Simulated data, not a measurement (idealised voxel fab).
Process module, titled voxel self aligned contacts
The width of the displayed cross-section, cut, is 150 nm; its cells are square, with a size of 5 nm.
Cross-section spec: square-cell grid; bands listed top down; each band is one or more rows.
Top height, bottom height, nm. Materials left to right, width each, nm. Single material + "throughout" = fills band edge to edge. "blank" = empty.
Heights are measured from 0, the level below which the as-received wafer is all one material; the lowest band has no bottom and continues downward, written as in "0 -> down".
A two-number width, for instance "30->40", indicates that the width is equal to the first number in the top row of the band and to the second number in the bottom row, and that it changes by a constant amount per row of cells.
When a step is marked "nothing got changed", none of the cells in the cross-section changed during that step.
Internal closed voids: empty space of 8 cells or more with no open way to the top, each as width x height at its distance from the left edge, in nm
Formally, on a step line, whatever follows the settings is a remark that the simulator itself makes on the step.
The optional step-line setting "overlay nm" applies to steps with a mask and quantifies how far to the right of its planned location the mask lay, a negative value indicating leftward placement.

[Planned process steps]
| 1 | RECEIVE | material Si |
| 2 | OXIDIZE | depth nm 5 |
| 3 | DIRECTIONAL_DEP | material polySi | thk nm 30 |
| 4 | DIRECTIONAL_DEP | material SiN | thk nm 20 |
| 5 | MASKED_ETCH | tone cover | mask id GATE | width nm 35 | pitch nm 70 | etch materials SiN | depth nm 20 | overlay nm 0 |
| 6 | MASKED_ETCH | tone cover | mask id GATE | width nm 35 | pitch nm 70 | etch materials polySi | depth nm 30 | overlay nm 0 |
| 7 | CONFORMAL_DEP | material SiN | thk nm 5 |
| 8 | DIRECTIONAL_ETCH | etch materials SiN | depth nm 5 |
| 9 | FILL_DEP | material SiO2 | thk nm 15 |
| 10 | CMP | height nm 60 |
| 11 | PATTERN | tone open | mask id CONTACT | material resist | width nm 45 | thk nm 20 | overlay nm 0 |
| 12 | DIRECTIONAL_ETCH | etch materials SiO2 | depth nm 65 |
| 13 | STRIP | etch materials resist |
| 14 | CONFORMAL_DEP | material TiN | thk nm 5 |
| 15 | FILL_DEP | material Ru | thk nm 10 |
| 16 | CMP | height nm 60 |
| 17 | CONFORMAL_DEP | material SiN | thk nm 5 |

[The first wafer of two, processed as planned]

[Wafer cross-section on receipt, i.e. after step 1]
	0 -> down  Si throughout
	Internal closed voids: none

[The wafer in cross-section once step 2 is complete]
	0 -> -5  SiO2 throughout
	Everything under -5 stays put, no change at all.

[The wafer in cross-section once step 3 is complete]
	30 -> 0  polySi throughout
	Everything under 0 stays put, no change at all.

[The wafer in cross-section once step 4 is complete]
	50 -> 30  SiN throughout
	Everything under 30 stays put, no change at all.

[The wafer in cross-section once step 5 is complete]
	50 -> 30  blank 20 | SiN 35 | blank 35 | SiN 35 | blank 25
	Everything under 30 stays put, no change at all.

[The wafer in cross-section once step 6 is complete]
	50 -> 30  blank 20 | SiN 35 | blank 35 | SiN 35 | blank 25
	30 -> 0  blank 20 | polySi 35 | blank 35 | polySi 35 | blank 25
	Everything under 0 stays put, no change at all.

[The wafer in cross-section once step 7 is complete]
	55 -> 30  blank 15 | SiN 45 | blank 25 | SiN 45 | blank 20
	30 -> 5  blank 15 | SiN 5 | polySi 35 | SiN 5 | blank 25 | SiN 5 | polySi 35 | SiN 5 | blank 20
	5 -> 0  SiN 20 | polySi 35 | SiN 35 | polySi 35 | SiN 25
	Everything under 0 stays put, no change at all.

[The wafer in cross-section once step 8 is complete]
	50 -> 30  blank 15 | SiN 45 | blank 25 | SiN 45 | blank 20
	30 -> 0  blank 15 | SiN 5 | polySi 35 | SiN 5 | blank 25 | SiN 5 | polySi 35 | SiN 5 | blank 20
	Everything under 0 stays put, no change at all.

[The wafer in cross-section once step 9 is complete]
	65 -> 50  SiO2 throughout
	50 -> 30  SiO2 15 | SiN 45 | SiO2 25 | SiN 45 | SiO2 20
	30 -> 0  SiO2 15 | SiN 5 | polySi 35 | SiN 5 | SiO2 25 | SiN 5 | polySi 35 | SiN 5 | SiO2 20
	Everything under 0 stays put, no change at all.

[The wafer in cross-section once step 10 is complete]
	60 -> 50  SiO2 throughout
	Everything under 50 stays put, no change at all.

[The wafer in cross-section once step 11 is complete]
	80 -> 60  resist 50 | blank 45 | resist 55
	Everything under 60 stays put, no change at all.

[The wafer in cross-section once step 12 is complete]
	80 -> 60  resist 50 | blank 45 | resist 55
	60 -> 50  SiO2 50 | blank 45 | SiO2 55
	50 -> 30  SiO2 15 | SiN 45 | blank 25 | SiN 45 | SiO2 20
	30 -> 0  SiO2 15 | SiN 5 | polySi 35 | SiN 5 | blank 25 | SiN 5 | polySi 35 | SiN 5 | SiO2 20
	0 -> -5  SiO2 60 | blank 25 | SiO2 65
	Everything under -5 stays put, no change at all.

[The wafer in cross-section once step 13 is complete]
	60 -> 50  SiO2 50 | blank 45 | SiO2 55
	Everything under 50 stays put, no change at all.

[The wafer in cross-section once step 14 is complete]
	65 -> 60  TiN 55 | blank 35 | TiN 60
	60 -> 50  SiO2 50 | TiN 5->15 | blank 35->15 | TiN 5->15 | SiO2 55
	50 -> 30  SiO2 15 | SiN 45 | TiN 5 | blank 15 | TiN 5 | SiN 45 | SiO2 20
	30 -> 0  SiO2 15 | SiN 5 | polySi 35 | SiN 5 | TiN 5 | blank 15 | TiN 5 | SiN 5 | polySi 35 | SiN 5 | SiO2 20
	0 -> -5  SiO2 60 | TiN 25 | SiO2 65
	Everything under -5 stays put, no change at all.

[The wafer in cross-section once step 15 is complete]
	75 -> 65  Ru throughout
	65 -> 60  TiN 55 | Ru 35 | TiN 60
	60 -> 50  SiO2 50 | TiN 5->15 | Ru 35->15 | TiN 5->15 | SiO2 55
	50 -> 30  SiO2 15 | SiN 45 | TiN 5 | Ru 15 | TiN 5 | SiN 45 | SiO2 20
	30 -> 0  SiO2 15 | SiN 5 | polySi 35 | SiN 5 | TiN 5 | Ru 15 | TiN 5 | SiN 5 | polySi 35 | SiN 5 | SiO2 20
	Everything under 0 stays put, no change at all.

[The wafer in cross-section once step 16 is complete]
	60 -> 50  SiO2 50 | TiN 5->15 | Ru 35->15 | TiN 5->15 | SiO2 55
	Everything under 50 stays put, no change at all.

[The wafer in cross-section once step 17 is complete]
	65 -> 60  SiN throughout
	Everything under 60 stays put, no change at all.

[Second wafer - shared start and plan with the first - one error in running - same as the first up to step 6 inclusive]

[Second wafer, sectioned view, at step 7's planned end time]
	65 -> 30  blank 5 | SiN 65 | blank 5 | SiN 65 | blank 10
	30 -> 15  blank 5 | SiN 15 | polySi 35 | SiN 15 | blank 5 | SiN 15 | polySi 35 | SiN 15 | blank 10
	15 -> 0  SiN 20 | polySi 35 | SiN 35 | polySi 35 | SiN 25
	Everything under 0 stays put, no change at all.

[Second wafer, sectioned view, at step 8's planned end time]
	60 -> 30  blank 5 | SiN 65 | blank 5 | SiN 65 | blank 10
	30 -> 10  blank 5 | SiN 15 | polySi 35 | SiN 15 | blank 5 | SiN 15 | polySi 35 | SiN 15 | blank 10
	Everything under 10 stays put, no change at all.

[Second wafer, sectioned view, at step 9's planned end time]
	75 -> 60  SiO2 throughout
	60 -> 30  SiO2 5 | SiN 65 | SiO2 5 | SiN 65 | SiO2 10
	30 -> 10  SiO2 5 | SiN 15 | polySi 35 | SiN 15 | SiO2 5 | SiN 15 | polySi 35 | SiN 15 | SiO2 10
	Everything under 10 stays put, no change at all.

[Second wafer, sectioned view, at step 10's planned end time]
	60 -> 30  SiO2 5 | SiN 65 | SiO2 5 | SiN 65 | SiO2 10
	Everything under 30 stays put, no change at all.

[Second wafer, sectioned view, at step 11's planned end time]
	80 -> 60  resist 50 | blank 45 | resist 55
	Everything under 60 stays put, no change at all.

[Second wafer, sectioned view, at step 12's planned end time]
	80 -> 60  resist 50 | blank 45 | resist 55
	60 -> 30  SiO2 5 | SiN 65 | blank 5 | SiN 65 | SiO2 10
	30 -> 10  SiO2 5 | SiN 15 | polySi 35 | SiN 15 | blank 5 | SiN 15 | polySi 35 | SiN 15 | SiO2 10
	Everything under 10 stays put, no change at all.

[Second wafer, sectioned view, at step 13's planned end time]
	60 -> 30  SiO2 5 | SiN 65 | blank 5 | SiN 65 | SiO2 10
	Everything under 30 stays put, no change at all.

[Second wafer, sectioned view, at step 14's planned end time]
	65 -> 60  TiN throughout
	60 -> 30  SiO2 5 | SiN 65 | TiN 5 | SiN 65 | SiO2 10
	30 -> 10  SiO2 5 | SiN 15 | polySi 35 | SiN 15 | TiN 5 | SiN 15 | polySi 35 | SiN 15 | SiO2 10
	Everything under 10 stays put, no change at all.

[Second wafer, sectioned view, at step 15's planned end time]
	75 -> 65  Ru throughout
	Everything under 65 stays put, no change at all.

[Second wafer, sectioned view, at step 16's planned end time]
	60 -> 30  SiO2 5 | SiN 65 | TiN 5 | SiN 65 | SiO2 10
	Everything under 30 stays put, no change at all.

[Second wafer, sectioned view, at step 17's planned end time]
	65 -> 60  SiN throughout
	Everything under 60 stays put, no change at all.
what went wrong: in deviation from the planned setting, step 7 was conducted as CONFORMAL_DEP | material SiN | thk nm 15
It is noted that, at the conclusion of processing, the second wafer exhibits a higher or lower cell count for certain materials relative to the first: -40 Ru | +140 SiN | -77 SiO2 | -23 TiN
